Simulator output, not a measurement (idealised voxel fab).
Process module under the name voxel gate over fins
Section shown: cut. Width: 155 nm. Cell size: 5 nm, square.
Notation: cross-section as square-cell grid; stated in bands, top first, going down; one or more cell rows per band.
Each band's line starts with the height of the band's top and of its bottom, in nm. Then come its materials from left to right, each with its width in nm. One material with "everywhere" fills the band from edge to edge. "empty" is empty space.
A quick word on heights: they are counted from 0, and under that level the wafer as it came to us is one material throughout. The lowest band is different from the rest in having no bottom; it simply continues downward, written as in "top 0, no bottom".
The expression "30..40" gives the width at the extremes of the band, the first number at its top row of cells and the second at its bottom row, with the width changing by equal amounts from each row to the next in between.
Take "remained unchanged" at face value: in the step it is given for, the cross-section changed in none of its cells.
Empty spaces without an open route to the top, at least 8 cells in extent, make up the entry "Fully sealed voids"; each is given as width x height at distance, where the distance is measured from the left edge, and all are in nm.
Step line, after settings: the simulator's comment on this step.
The setting "overlay nm" may be written on the line of a step. When the step uses a mask, the value reports how far to the right of the planned place the mask lay, and a negative value reports that it lay to the left.

# The process steps that were planned are listed below
1: RECEIVE,material Si
2: CONFORMAL_DEP,material SiN,thk nm 10
3: DIRECTIONAL_DEP,material aC,thk nm 10
4: PATTERN,tone cover,mask id FINS,material resist,width nm 15,pitch nm 35,thk nm 30,overlay nm 0
5: DIRECTIONAL_ETCH,etch materials aC,depth nm 10
6: STRIP,etch materials resist
7: DIRECTIONAL_ETCH,etch materials SiN,depth nm 10
8: DIRECTIONAL_ETCH,etch materials Si,depth nm 40
9: STRIP,etch materials aC
10: FILL_DEP,material SiO2,thk nm 10
11: CMP,height nm 10
12: SELECTIVE_ETCH,etch materials SiO2,depth nm 20
13: STRIP,etch materials SiN
14: CONFORMAL_DEP,material HfO2,thk nm 5
15: CONFORMAL_DEP,material TiN,thk nm 5
16: CONFORMAL_DEP,material TiAl,thk nm 5
17: CONFORMAL_DEP,material TiN,thk nm 5
18: FILL_DEP,material W,thk nm 15
19: CMP,height nm 30
20: CONFORMAL_DEP,material SiN,thk nm 5

# as received, after step 1
- top 0, no bottom: Si everywhere
- Fully sealed voids: none

# Result of the module, cross-sectioned: start per above, plan per above, one error in how it was run
- top 35, bottom 30: SiN everywhere
- top 30, bottom 20: W everywhere
- top 20, bottom 15: W: 15  TiN: 130  W: 10
- top 15, bottom 10: W: 15  TiN: 5  TiAl: 120  TiN: 5  W: 10
- top 10, bottom 5: TiN: 20  TiAl: 5  TiN: 110  TiAl: 5  TiN: 15
- top 5, bottom 0: TiAl: 25  TiN: 5  HfO2: 30  TiN: 5  HfO2: 30  TiN: 5  HfO2: 30  TiN: 5  TiAl: 20
- top 0, bottom -5: TiN: 30  HfO2: 5  Si: 20  HfO2: 5  TiN: 5  HfO2: 5  Si: 20  HfO2: 5  TiN: 5  HfO2: 5  Si: 20  HfO2: 5  TiN: 25
- top -5, bottom -10: HfO2: 35  Si: 20  HfO2: 15  Si: 20  HfO2: 15  Si: 20  HfO2: 30
- top -10, bottom -40: SiO2: 35  Si: 20  SiO2: 15  Si: 20  SiO2: 15  Si: 20  SiO2: 30
- top -40, no bottom: Si everywhere
- Fully sealed voids: none
Deviation from plan: step 4 was not run as planned; what actually ran was PATTERN,tone cover,mask id FINS,material resist,width nm 20,pitch nm 35,thk nm 30,overlay nm 0
